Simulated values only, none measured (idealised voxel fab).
The document below concerns the process module designated voxel spacer lines.
The cross-section shown here is cut; it is 255 nm wide and divided into square cells measuring 5 nm on a side.
Think of the cross-section as a grid of square cells. We describe it in bands, top to bottom, and each band covers one or more rows of those cells.
This entry defines a band. It first specifies the height of the band's top and the height of its bottom in nm, and then specifies the band's materials from left to right, stating each material with its width in nm. The word "everywhere" identifies a single material that fills the band from edge to edge, while the word "blank" identifies empty space.
All heights in this document are referenced to 0, defined as the level beneath which the wafer, as received, consists entirely of one material. The lowest band is not bounded below; it extends indefinitely downward and is written in the form "0 -> down".
The two numbers in a width such as "30..40" mark its ends across the band: the first belongs to the top row of cells, the second to the bottom row, and from each row to the next the width moves by the same amount.
It should be understood that the words "stayed the same", when stated for a given step, signify that the cross-section underwent no change in any of its cells during that step.
Enclosed voids (no open way to top), threshold 8 cells or more, entry "Enclosed void catalog", notation width x height at distance, distance from left edge, nm.
What comes after the settings on a step's line is commentary from the simulator itself on that step.
overlay nm: mask offset rightward from planned place, masked step; negative means leftward offset.
# This section lists the process steps that were planned
1. op RECEIVE | material Si
2. op CONFORMAL_DEP | material Al2O3 | thk nm 10
3. op DIRECTIONAL_DEP | material W | thk nm 15
4. op DIRECTIONAL_DEP | material aC | thk nm 30
5. op PATTERN | tone cover | mask id MANDREL | material resist | width nm 25 | pitch nm 80 | thk nm 40 | overlay nm 0
6. op DIRECTIONAL_ETCH | etch materials aC | depth nm 30
7. op STRIP | etch materials resist
8. op CONFORMAL_DEP | material SiN | thk nm 15
9. op DIRECTIONAL_ETCH | etch materials SiN | depth nm 15
10. op STRIP | etch materials aC
11. op DIRECTIONAL_ETCH | etch materials W | depth nm 15
12. op STRIP | etch materials SiN
# Wafer cross-section on receipt, i.e. after step 1
	0 -> down  Si everywhere
	Enclosed void catalog: none
# Final wafer profile in cross-section after the module, from the same start and plan as above, with one mistake made during processing
	40 -> 10  W everywhere
	10 -> 0  Al2O3 everywhere
	0 -> down  Si everywhere
	Enclosed void catalog: none
Processing error: step 4 went in with a setting other than planned; the actual run was op DIRECTIONAL_DEP | material W | thk nm 30
